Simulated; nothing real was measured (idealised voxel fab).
The document below concerns the process module designated voxel plated lines.
The cross-section on display is named cut; it measures 180 nm wide, and its cells are 5 nm squares.
Heads up, the way a cross-section reads in here is a grid of square cells, handed over as bands from the top down, with every band being one or more rows of cells. Within each band entry, the heights of the top and of the bottom of the band appear first, in that order and in nm; the materials of the band then follow from left to right, each with its corresponding width in nm. The designation "everywhere" on a single material indicates that it fills the band from edge to edge; the designation "empty" indicates empty space. Heights are reckoned from 0. Under this level, the received wafer is all of one material. The bottommost band is open-ended downward, for example "0 down". The two numbers in a width such as "30..40" mark its ends across the band: the first belongs to the top row of cells, the second to the bottom row, and from each row to the next the width moves by the same amount. What does "nothing got changed" mean for a step? It means no cell of the cross-section changed in that step. Empty spaces without an open route to the top, at least 8 cells in extent, make up the entry "Fully closed voids"; each is given as width x height at distance, where the distance is measured from the left edge, and all are in nm. Anything after a step's settings on that line? It's the simulator's own note about the step. "overlay nm" answers the question of how far to the right of plan the mask lay on a step that has a mask, and when it is negative the answer is to the left. The remainder of this document consists of a sequence of paired cross-sections. Each pair presents the cross-section prior to one process step together with the cross-section following it, the latter being rendered only as deep as the lowest band that underwent change. The intervening step, together with its settings, is stated beneath each pair. Because the pairs may originate from different runs of this module on the same starting wafer, a given pair is to be read as continuing from the preceding pair only where its entry headed "Status before step" so indicates.

# Status before step
  0 down | Si everywhere
  Fully closed voids: none

# Post-Step Appearance
  5 to 0 | Al2O3 everywhere
  Below 0 it's all the same as before, nothing changed down there.
  Fully closed voids: none
Here is the step that sits between the two cross-sections above: CONFORMAL_DEP (material Al2O3; thk nm 5)

Status before step: the wafer arrives at this step looking as the after cross-section in the pair just above shows it.

# Post-Step Appearance
  10 to 5 | TiN everywhere
  Below 5 it's all the same as before, nothing changed down there.
  Fully closed voids: none
Here is the step that sits between the two cross-sections above: DIRECTIONAL_DEP (material TiN; thk nm 5)

Status before step: the wafer arrives at this step looking as the after cross-section in the pair just above shows it.

# Post-Step Appearance
  50 to 10 | 65 of resist | 15 of empty | 20 of resist | 15 of empty | 65 of resist
  Below 10 it's all the same as before, nothing changed down there.
  Fully closed voids: none
Here is the step that sits between the two cross-sections above: PATTERN (tone open; mask id LINES; material resist; width nm 15; pitch nm 35; thk nm 40; overlay nm 0)

Status before step: the wafer arrives at this step looking as the after cross-section in the pair just above shows it.

# Post-Step Appearance
  50 to 20 | 65 of resist | 15 of empty | 20 of resist | 15 of empty | 65 of resist
  20 to 10 | 65 of resist | 15 of Ru | 20 of resist | 15 of Ru | 65 of resist
  Below 10 it's all the same as before, nothing changed down there.
  Fully closed voids: none
Here is the step that sits between the two cross-sections above: EPI (material Ru; thk nm 10)

Status before step: the wafer arrives at this step looking as the after cross-section in the pair just above shows it.

# Post-Step Appearance
  50 to 25 | 65 of resist | 15 of empty | 20 of resist | 15 of empty | 65 of resist
  25 to 10 | 65 of resist | 15 of Ru | 20 of resist | 15 of Ru | 65 of resist
  Below 10 it's all the same as before, nothing changed down there.
  Fully closed voids: none
Here is the step that sits between the two cross-sections above: EPI (material Ru; thk nm 5)

Status before step: the wafer arrives at this step looking as the after cross-section in the pair just above shows it.

# Post-Step Appearance
  50 to 30 | 65 of resist | 15 of empty | 20 of resist | 15 of empty | 65 of resist
  30 to 10 | 65 of resist | 15 of Ru | 20 of resist | 15 of Ru | 65 of resist
  Below 10 it's all the same as before, nothing changed down there.
  Fully closed voids: none
Here is the step that sits between the two cross-sections above: EPI (material Ru; thk nm 5)

Status before step: the wafer arrives at this step looking as the after cross-section in the pair just above shows it.

# Post-Step Appearance
  30 to 10 | 65 of empty | 15 of Ru | 20 of empty | 15 of Ru | 65 of empty
  Below 10 it's all the same as before, nothing changed down there.
  Fully closed voids: none
Here is the step that sits between the two cross-sections above: STRIP (etch materials resist)

Status before step: the wafer arrives at this step looking as the after cross-section in the pair just above shows it.

# Post-Step Appearance
  30 to 10 | 65 of empty | 15 of Ru | 20 of empty | 15 of Ru | 65 of empty
  10 to 5 | 65 of empty | 15 of TiN | 20 of empty | 15 of TiN | 65 of empty
  Below 5 it's all the same as before, nothing changed down there.
  Fully closed voids: none
Here is the step that sits between the two cross-sections above: DIRECTIONAL_ETCH (etch materials TiN; depth nm 5)

Status before step: the wafer arrives at this step looking as the after cross-section in the pair just above shows it.

# Post-Step Appearance
  40 to 30 | 55 of empty | 70 of SiCN | 55 of empty
  30 to 15 | 55 of empty | 10 of SiCN | 15 of Ru | 20 of SiCN | 15 of Ru | 10 of SiCN | 55 of empty
  15 to 10 | 65 of SiCN | 15 of Ru | 20 of SiCN | 15 of Ru | 65 of SiCN
  10 to 5 | 65 of SiCN | 15 of TiN | 20 of SiCN | 15 of TiN | 65 of SiCN
  Below 5 it's all the same as before, nothing changed down there.
  Fully closed voids: none
Here is the step that sits between the two cross-sections above: CONFORMAL_DEP (material SiCN; thk nm 10)

# Status before step
  10 to 5 | TiN everywhere
  5 to 0 | Al2O3 everywhere
  0 down | Si everywhere
  Fully closed voids: none

# Post-Step Appearance
  20 to 10 | Ru everywhere
  Below 10 it's all the same as before, nothing changed down there.
  Fully closed voids: none
Here is the step that sits between the two cross-sections above: EPI (material Ru; thk nm 10)

Status before step: the wafer arrives at this step looking as the after cross-section in the pair just above shows it.

# Post-Step Appearance
  25 to 10 | Ru everywhere
  Below 10 it's all the same as before, nothing changed down there.
  Fully closed voids: none
Here is the step that sits between the two cross-sections above: EPI (material Ru; thk nm 5)

Status before step: the wafer arrives at this step looking as the after cross-section in the pair just above shows it.

# Post-Step Appearance
  30 to 10 | Ru everywhere
  Below 10 it's all the same as before, nothing changed down there.
  Fully closed voids: none
Here is the step that sits between the two cross-sections above: EPI (material Ru; thk nm 5)

Status before step: the wafer arrives at this step looking as the after cross-section in the pair just above shows it.

# Post-Step Appearance
  40 to 30 | SiCN everywhere
  Below 30 it's all the same as before, nothing changed down there.
  Fully closed voids: none
Here is the step that sits between the two cross-sections above: CONFORMAL_DEP (material SiCN; thk nm 10)

# Status before step
  50 to 20 | 65 of resist | 15 of empty | 20 of resist | 15 of empty | 65 of resist
  20 to 10 | 65 of resist | 15 of Ru | 20 of resist | 15 of Ru | 65 of resist
  10 to 5 | TiN everywhere
  5 to 0 | Al2O3 everywhere
  0 down | Si everywhere
  Fully closed voids: none

# Post-Step Appearance
  50 to 30 | 65 of resist | 15 of empty | 20 of resist | 15 of empty | 65 of resist
  30 to 10 | 65 of resist | 15 of Ru | 20 of resist | 15 of Ru | 65 of resist
  Below 10 it's all the same as before, nothing changed down there.
  Fully closed voids: none
Here is the step that sits between the two cross-sections above: EPI (material Ru; thk nm 10)

Status before step: the wafer arrives at this step looking as the after cross-section in the pair just above shows it.

# Post-Step Appearance
  50 to 35 | 65 of resist | 15 of empty | 20 of resist | 15 of empty | 65 of resist
  35 to 10 | 65 of resist | 15 of Ru | 20 of resist | 15 of Ru | 65 of resist
  Below 10 it's all the same as before, nothing changed down there.
  Fully closed voids: none
Here is the step that sits between the two cross-sections above: EPI (material Ru; thk nm 5)

Status before step: the wafer arrives at this step looking as the after cross-section in the pair just above shows it.

# Post-Step Appearance
  50 to 40 | 65 of resist | 15 of empty | 20 of resist | 15 of empty | 65 of resist
  40 to 10 | 65 of resist | 15 of Ru | 20 of resist | 15 of Ru | 65 of resist
  Below 10 it's all the same as before, nothing changed down there.
  Fully closed voids: none
Here is the step that sits between the two cross-sections above: EPI (material Ru; thk nm 5)

Status before step: the wafer arrives at this step looking as the after cross-section in the pair just above shows it.

# Post-Step Appearance
  40 to 10 | 65 of empty | 15 of Ru | 20 of empty | 15 of Ru | 65 of empty
  Below 10 it's all the same as before, nothing changed down there.
  Fully closed voids: none
Here is the step that sits between the two cross-sections above: STRIP (etch materials resist)

Status before step: the wafer arrives at this step looking as the after cross-section in the pair just above shows it.

# Post-Step Appearance
  40 to 10 | 65 of empty | 15 of Ru | 20 of empty | 15 of Ru | 65 of empty
  10 to 5 | 65 of empty | 15 of TiN | 20 of empty | 15 of TiN | 65 of empty
  Below 5 it's all the same as before, nothing changed down there.
  Fully closed voids: none
Here is the step that sits between the two cross-sections above: DIRECTIONAL_ETCH (etch materials TiN; depth nm 5)

Status before step: the wafer arrives at this step looking as the after cross-section in the pair just above shows it.

# Post-Step Appearance
  50 to 40 | 55 of empty | 70 of SiCN | 55 of empty
  40 to 15 | 55 of empty | 10 of SiCN | 15 of Ru | 20 of SiCN | 15 of Ru | 10 of SiCN | 55 of empty
  15 to 10 | 65 of SiCN | 15 of Ru | 20 of SiCN | 15 of Ru | 65 of SiCN
  10 to 5 | 65 of SiCN | 15 of TiN | 20 of SiCN | 15 of TiN | 65 of SiCN
  Below 5 it's all the same as before, nothing changed down there.
  Fully closed voids: none
Here is the step that sits between the two cross-sections above: CONFORMAL_DEP (material SiCN; thk nm 10)

# Status before step
  20 to 10 | Ru everywhere
  10 to 5 | TiN everywhere
  5 to 0 | Al2O3 everywhere
  0 down | Si everywhere
  Fully closed voids: none

# Post-Step Appearance
  60 to 20 | 65 of resist | 15 of empty | 20 of resist | 15 of empty | 65 of resist
  Below 20 it's all the same as before, nothing changed down there.
  Fully closed voids: none
Here is the step that sits between the two cross-sections above: PATTERN (tone open; mask id LINES; material resist; width nm 15; pitch nm 35; thk nm 40; overlay nm 0)

Status before step: the wafer arrives at this step looking as the after cross-section in the pair just above shows it.

# Post-Step Appearance
  60 to 25 | 65 of resist | 15 of empty | 20 of resist | 15 of empty | 65 of resist
  25 to 20 | 65 of resist | 15 of Ru | 20 of resist | 15 of Ru | 65 of resist
  Below 20 it's all the same as before, nothing changed down there.
  Fully closed voids: none
Here is the step that sits between the two cross-sections above: EPI (material Ru; thk nm 5)

Status before step: the wafer arrives at this step looking as the after cross-section in the pair just above shows it.

# Post-Step Appearance
  60 to 30 | 65 of resist | 15 of empty | 20 of resist | 15 of empty | 65 of resist
  30 to 20 | 65 of resist | 15 of Ru | 20 of resist | 15 of Ru | 65 of resist
  Below 20 it's all the same as before, nothing changed down there.
  Fully closed voids: none
Here is the step that sits between the two cross-sections above: EPI (material Ru; thk nm 5)

Status before step: the wafer arrives at this step looking as the after cross-section in the pair just above shows it.

# Post-Step Appearance
  30 to 20 | 65 of empty | 15 of Ru | 20 of empty | 15 of Ru | 65 of empty
  Below 20 it's all the same as before, nothing changed down there.
  Fully closed voids: none
Here is the step that sits between the two cross-sections above: STRIP (etch materials resist)

Status before step: the wafer arrives at this step looking as the after cross-section in the pair just above shows it.

# Post-Step Appearance
  40 to 30 | 55 of empty | 70 of SiCN | 55 of empty
  30 to 20 | 65 of SiCN | 15 of Ru | 20 of SiCN | 15 of Ru | 65 of SiCN
  Below 20 it's all the same as before, nothing changed down there.
  Fully closed voids: none
Here is the step that sits between the two cross-sections above: CONFORMAL_DEP (material SiCN; thk nm 10)

# Status before step
  30 to 10 | 65 of empty | 15 of Ru | 20 of empty | 15 of Ru | 65 of empty
  10 to 5 | 65 of empty | 15 of TiN | 20 of empty | 15 of TiN | 65 of empty
  5 to 0 | Al2O3 everywhere
  0 down | Si everywhere
  Fully closed voids: none

# Post-Step Appearance
  35 to 30 | 60 of empty | 25 of SiCN | 10 of empty | 25 of SiCN | 60 of empty
  30 to 10 | 60 of empty | 5 of SiCN | 15 of Ru | 5 of SiCN | 10 of empty | 5 of SiCN | 15 of Ru | 5 of SiCN | 60 of empty
  10 to 5 | 65 of SiCN | 15 of TiN | 20 of SiCN | 15 of TiN | 65 of SiCN
  Below 5 it's all the same as before, nothing changed down there.
  Fully closed voids: none
Here is the step that sits between the two cross-sections above: CONFORMAL_DEP (material SiCN; thk nm 5)

# Status before step
  10 to 5 | TiN everywhere
  5 to 0 | Al2O3 everywhere
  0 down | Si everywhere
  Fully closed voids: none

# Post-Step Appearance
  50 to 10 | 65 of resist | 20 of empty | 15 of resist | 20 of empty | 60 of resist
  Below 10 it's all the same as before, nothing changed down there.
  Fully closed voids: none
Here is the step that sits between the two cross-sections above: PATTERN (tone open; mask id LINES; material resist; width nm 20; pitch nm 35; thk nm 40; overlay nm 0)

Status before step: the wafer arrives at this step looking as the after cross-section in the pair just above shows it.

# Post-Step Appearance
  50 to 20 | 65 of resist | 20 of empty | 15 of resist | 20 of empty | 60 of resist
  20 to 10 | 65 of resist | 20 of Ru | 15 of resist | 20 of Ru | 60 of resist
  Below 10 it's all the same as before, nothing changed down there.
  Fully closed voids: none
Here is the step that sits between the two cross-sections above: EPI (material Ru; thk nm 10)

Status before step: the wafer arrives at this step looking as the after cross-section in the pair just above shows it.

# Post-Step Appearance
  50 to 25 | 65 of resist | 20 of empty | 15 of resist | 20 of empty | 60 of resist
  25 to 10 | 65 of resist | 20 of Ru | 15 of resist | 20 of Ru | 60 of resist
  Below 10 it's all the same as before, nothing changed down there.
  Fully closed voids: none
Here is the step that sits between the two cross-sections above: EPI (material Ru; thk nm 5)

Status before step: the wafer arrives at this step looking as the after cross-section in the pair just above shows it.

# Post-Step Appearance
  50 to 30 | 65 of resist | 20 of empty | 15 of resist | 20 of empty | 60 of resist
  30 to 10 | 65 of resist | 20 of Ru | 15 of resist | 20 of Ru | 60 of resist
  Below 10 it's all the same as before, nothing changed down there.
  Fully closed voids: none
Here is the step that sits between the two cross-sections above: EPI (material Ru; thk nm 5)

Status before step: the wafer arrives at this step looking as the after cross-section in the pair just above shows it.

# Post-Step Appearance
  30 to 10 | 65 of empty | 20 of Ru | 15 of empty | 20 of Ru | 60 of empty
  Below 10 it's all the same as before, nothing changed down there.
  Fully closed voids: none
Here is the step that sits between the two cross-sections above: STRIP (etch materials resist)

Status before step: the wafer arrives at this step looking as the after cross-section in the pair just above shows it.

# Post-Step Appearance
  30 to 10 | 65 of empty | 20 of Ru | 15 of empty | 20 of Ru | 60 of empty
  10 to 5 | 65 of empty | 20 of TiN | 15 of empty | 20 of TiN | 60 of empty
  Below 5 it's all the same as before, nothing changed down there.
  Fully closed voids: none
Here is the step that sits between the two cross-sections above: DIRECTIONAL_ETCH (etch materials TiN; depth nm 5)

Status before step: the wafer arrives at this step looking as the after cross-section in the pair just above shows it.

# Post-Step Appearance
  40 to 30 | 55 of empty | 75 of SiCN | 50 of empty
  30 to 15 | 55 of empty | 10 of SiCN | 20 of Ru | 15 of SiCN | 20 of Ru | 10 of SiCN | 50 of empty
  15 to 10 | 65 of SiCN | 20 of Ru | 15 of SiCN | 20 of Ru | 60 of SiCN
  10 to 5 | 65 of SiCN | 20 of TiN | 15 of SiCN | 20 of TiN | 60 of SiCN
  Below 5 it's all the same as before, nothing changed down there.
  Fully closed voids: none
Here is the step that sits between the two cross-sections above: CONFORMAL_DEP (material SiCN; thk nm 10)

# Status before step
  10 to 5 | TiN everywhere
  5 to 0 | Al2O3 everywhere
  0 down | Si everywhere
  Fully closed voids: none

# Post-Step Appearance
  50 to 10 | 60 of resist | 15 of empty | 20 of resist | 15 of empty | 70 of resist
  Below 10 it's all the same as before, nothing changed down there.
  Fully closed voids: none
Here is the step that sits between the two cross-sections above: PATTERN (tone open; mask id LINES; material resist; width nm 15; pitch nm 35; thk nm 40; overlay nm -5)

Status before step: the wafer arrives at this step looking as the after cross-section in the pair just above shows it.

# Post-Step Appearance
  50 to 20 | 60 of resist | 15 of empty | 20 of resist | 15 of empty | 70 of resist
  20 to 10 | 60 of resist | 15 of Ru | 20 of resist | 15 of Ru | 70 of resist
  Below 10 it's all the same as before, nothing changed down there.
  Fully closed voids: none
Here is the step that sits between the two cross-sections above: EPI (material Ru; thk nm 10)

Status before step: the wafer arrives at this step looking as the after cross-section in the pair just above shows it.

# Post-Step Appearance
  50 to 25 | 60 of resist | 15 of empty | 20 of resist | 15 of empty | 70 of resist
  25 to 10 | 60 of resist | 15 of Ru | 20 of resist | 15 of Ru | 70 of resist
  Below 10 it's all the same as before, nothing changed down there.
  Fully closed voids: none
Here is the step that sits between the two cross-sections above: EPI (material Ru; thk nm 5)

Status before step: the wafer arrives at this step looking as the after cross-section in the pair just above shows it.

# Post-Step Appearance
  50 to 30 | 60 of resist | 15 of empty | 20 of resist | 15 of empty | 70 of resist
  30 to 10 | 60 of resist | 15 of Ru | 20 of resist | 15 of Ru | 70 of resist
  Below 10 it's all the same as before, nothing changed down there.
  Fully closed voids: none
Here is the step that sits between the two cross-sections above: EPI (material Ru; thk nm 5)

Status before step: the wafer arrives at this step looking as the after cross-section in the pair just above shows it.

# Post-Step Appearance
  30 to 10 | 60 of empty | 15 of Ru | 20 of empty | 15 of Ru | 70 of empty
  Below 10 it's all the same as before, nothing changed down there.
  Fully closed voids: none
Here is the step that sits between the two cross-sections above: STRIP (etch materials resist)

Status before step: the wafer arrives at this step looking as the after cross-section in the pair just above shows it.

# Post-Step Appearance
  30 to 10 | 60 of empty | 15 of Ru | 20 of empty | 15 of Ru | 70 of empty
  10 to 5 | 60 of empty | 15 of TiN | 20 of empty | 15 of TiN | 70 of empty
  Below 5 it's all the same as before, nothing changed down there.
  Fully closed voids: none
Here is the step that sits between the two cross-sections above: DIRECTIONAL_ETCH (etch materials TiN; depth nm 5)

Status before step: the wafer arrives at this step looking as the after cross-section in the pair just above shows it.

# Post-Step Appearance
  40 to 30 | 50 of empty | 70 of SiCN | 60 of empty
  30 to 15 | 50 of empty | 10 of SiCN | 15 of Ru | 20 of SiCN | 15 of Ru | 10 of SiCN | 60 of empty
  15 to 10 | 60 of SiCN | 15 of Ru | 20 of SiCN | 15 of Ru | 70 of SiCN
  10 to 5 | 60 of SiCN | 15 of TiN | 20 of SiCN | 15 of TiN | 70 of SiCN
  Below 5 it's all the same as before, nothing changed down there.
  Fully closed voids: none
Here is the step that sits between the two cross-sections above: CONFORMAL_DEP (material SiCN; thk nm 10)

# Status before step
  0 down | Si everywhere
  Fully closed voids: none

# Post-Step Appearance
  5 to 0 | SiCN everywhere
  Below 0 it's all the same as before, nothing changed down there.
  Fully closed voids: none
Here is the step that sits between the two cross-sections above: CONFORMAL_DEP (material SiCN; thk nm 5)

Status before step: the wafer arrives at this step looking as the after cross-section in the pair just above shows it.

# Post-Step Appearance
  10 to 5 | TiN everywhere
  Below 5 it's all the same as before, nothing changed down there.
  Fully closed voids: none
Here is the step that sits between the two cross-sections above: DIRECTIONAL_DEP (material TiN; thk nm 5)

Status before step: the wafer arrives at this step looking as the after cross-section in the pair just above shows it.

# Post-Step Appearance
  50 to 10 | 65 of resist | 15 of empty | 20 of resist | 15 of empty | 65 of resist
  Below 10 it's all the same as before, nothing changed down there.
  Fully closed voids: none
Here is the step that sits between the two cross-sections above: PATTERN (tone open; mask id LINES; material resist; width nm 15; pitch nm 35; thk nm 40; overlay nm 0)

Status before step: the wafer arrives at this step looking as the after cross-section in the pair just above shows it.

# Post-Step Appearance
  50 to 20 | 65 of resist | 15 of empty | 20 of resist | 15 of empty | 65 of resist
  20 to 10 | 65 of resist | 15 of Ru | 20 of resist | 15 of Ru | 65 of resist
  Below 10 it's all the same as before, nothing changed down there.
  Fully closed voids: none
Here is the step that sits between the two cross-sections above: EPI (material Ru; thk nm 10)

Status before step: the wafer arrives at this step looking as the after cross-section in the pair just above shows it.

# Post-Step Appearance
  50 to 25 | 65 of resist | 15 of empty | 20 of resist | 15 of empty | 65 of resist
  25 to 10 | 65 of resist | 15 of Ru | 20 of resist | 15 of Ru | 65 of resist
  Below 10 it's all the same as before, nothing changed down there.
  Fully closed voids: none
Here is the step that sits between the two cross-sections above: EPI (material Ru; thk nm 5)

Status before step: the wafer arrives at this step looking as the after cross-section in the pair just above shows it.

# Post-Step Appearance
  50 to 30 | 65 of resist | 15 of empty | 20 of resist | 15 of empty | 65 of resist
  30 to 10 | 65 of resist | 15 of Ru | 20 of resist | 15 of Ru | 65 of resist
  Below 10 it's all the same as before, nothing changed down there.
  Fully closed voids: none
Here is the step that sits between the two cross-sections above: EPI (material Ru; thk nm 5)

Status before step: the wafer arrives at this step looking as the after cross-section in the pair just above shows it.

# Post-Step Appearance
  30 to 10 | 65 of empty | 15 of Ru | 20 of empty | 15 of Ru | 65 of empty
  Below 10 it's all the same as before, nothing changed down there.
  Fully closed voids: none
Here is the step that sits between the two cross-sections above: STRIP (etch materials resist)

Status before step: the wafer arrives at this step looking as the after cross-section in the pair just above shows it.

# Post-Step Appearance
  30 to 10 | 65 of empty | 15 of Ru | 20 of empty | 15 of Ru | 65 of empty
  10 to 5 | 65 of empty | 15 of TiN | 20 of empty | 15 of TiN | 65 of empty
  Below 5 it's all the same as before, nothing changed down there.
  Fully closed voids: none
Here is the step that sits between the two cross-sections above: DIRECTIONAL_ETCH (etch materials TiN; depth nm 5)

Status before step: the wafer arrives at this step looking as the after cross-section in the pair just above shows it.

# Post-Step Appearance
  40 to 30 | 55 of empty | 70 of SiCN | 55 of empty
  30 to 15 | 55 of empty | 10 of SiCN | 15 of Ru | 20 of SiCN | 15 of Ru | 10 of SiCN | 55 of empty
  15 to 10 | 65 of SiCN | 15 of Ru | 20 of SiCN | 15 of Ru | 65 of SiCN
  10 to 5 | 65 of SiCN | 15 of TiN | 20 of SiCN | 15 of TiN | 65 of SiCN
  Below 5 it's all the same as before, nothing changed down there.
  Fully closed voids: none
Here is the step that sits between the two cross-sections above: CONFORMAL_DEP (material SiCN; thk nm 10)

# Status before step
  10 to 5 | TiN everywhere
  5 to 0 | Al2O3 everywhere
  0 down | Si everywhere
  Fully closed voids: none

# Post-Step Appearance
  50 to 10 | 65 of empty | 15 of resist | 20 of empty | 15 of resist | 65 of empty
  Below 10 it's all the same as before, nothing changed down there.
  Fully closed voids: none
Here is the step that sits between the two cross-sections above: PATTERN (tone cover; mask id LINES; material resist; width nm 15; pitch nm 35; thk nm 40; overlay nm 0)

Status before step: the wafer arrives at this step looking as the after cross-section in the pair just above shows it.

# Post-Step Appearance
  50 to 20 | 65 of empty | 15 of resist | 20 of empty | 15 of resist | 65 of empty
  20 to 10 | 65 of Ru | 15 of resist | 20 of Ru | 15 of resist | 65 of Ru
  Below 10 it's all the same as before, nothing changed down there.
  Fully closed voids: none
Here is the step that sits between the two cross-sections above: EPI (material Ru; thk nm 10)

Status before step: the wafer arrives at this step looking as the after cross-section in the pair just above shows it.

# Post-Step Appearance
  50 to 25 | 65 of empty | 15 of resist | 20 of empty | 15 of resist | 65 of empty
  25 to 10 | 65 of Ru | 15 of resist | 20 of Ru | 15 of resist | 65 of Ru
  Below 10 it's all the same as before, nothing changed down there.
  Fully closed voids: none
Here is the step that sits between the two cross-sections above: EPI (material Ru; thk nm 5)

Status before step: the wafer arrives at this step looking as the after cross-section in the pair just above shows it.

# Post-Step Appearance
  50 to 30 | 65 of empty | 15 of resist | 20 of empty | 15 of resist | 65 of empty
  30 to 10 | 65 of Ru | 15 of resist | 20 of Ru | 15 of resist | 65 of Ru
  Below 10 it's all the same as before, nothing changed down there.
  Fully closed voids: none
Here is the step that sits between the two cross-sections above: EPI (material Ru; thk nm 5)

Status before step: the wafer arrives at this step looking as the after cross-section in the pair just above shows it.

# Post-Step Appearance
  30 to 10 | 65 of Ru | 15 of empty | 20 of Ru | 15 of empty | 65 of Ru
  Below 10 it's all the same as before, nothing changed down there.
  Fully closed voids: none
Here is the step that sits between the two cross-sections above: STRIP (etch materials resist)

Status before step: the wafer arrives at this step looking as the after cross-section in the pair just above shows it.

# Post-Step Appearance
  30 to 10 | 65 of Ru | 15 of empty | 20 of Ru | 15 of empty | 65 of Ru
  10 to 5 | 65 of TiN | 15 of empty | 20 of TiN | 15 of empty | 65 of TiN
  Below 5 it's all the same as before, nothing changed down there.
  Fully closed voids: none
Here is the step that sits between the two cross-sections above: DIRECTIONAL_ETCH (etch materials TiN; depth nm 5)

Status before step: the wafer arrives at this step looking as the after cross-section in the pair just above shows it.

# Post-Step Appearance
  40 to 30 | SiCN everywhere
  30 to 10 | 65 of Ru | 15 of SiCN | 20 of Ru | 15 of SiCN | 65 of Ru
  10 to 5 | 65 of TiN | 15 of SiCN | 20 of TiN | 15 of SiCN | 65 of TiN
  Below 5 it's all the same as before, nothing changed down there.
  Fully closed voids: none
Here is the step that sits between the two cross-sections above: CONFORMAL_DEP (material SiCN; thk nm 10)
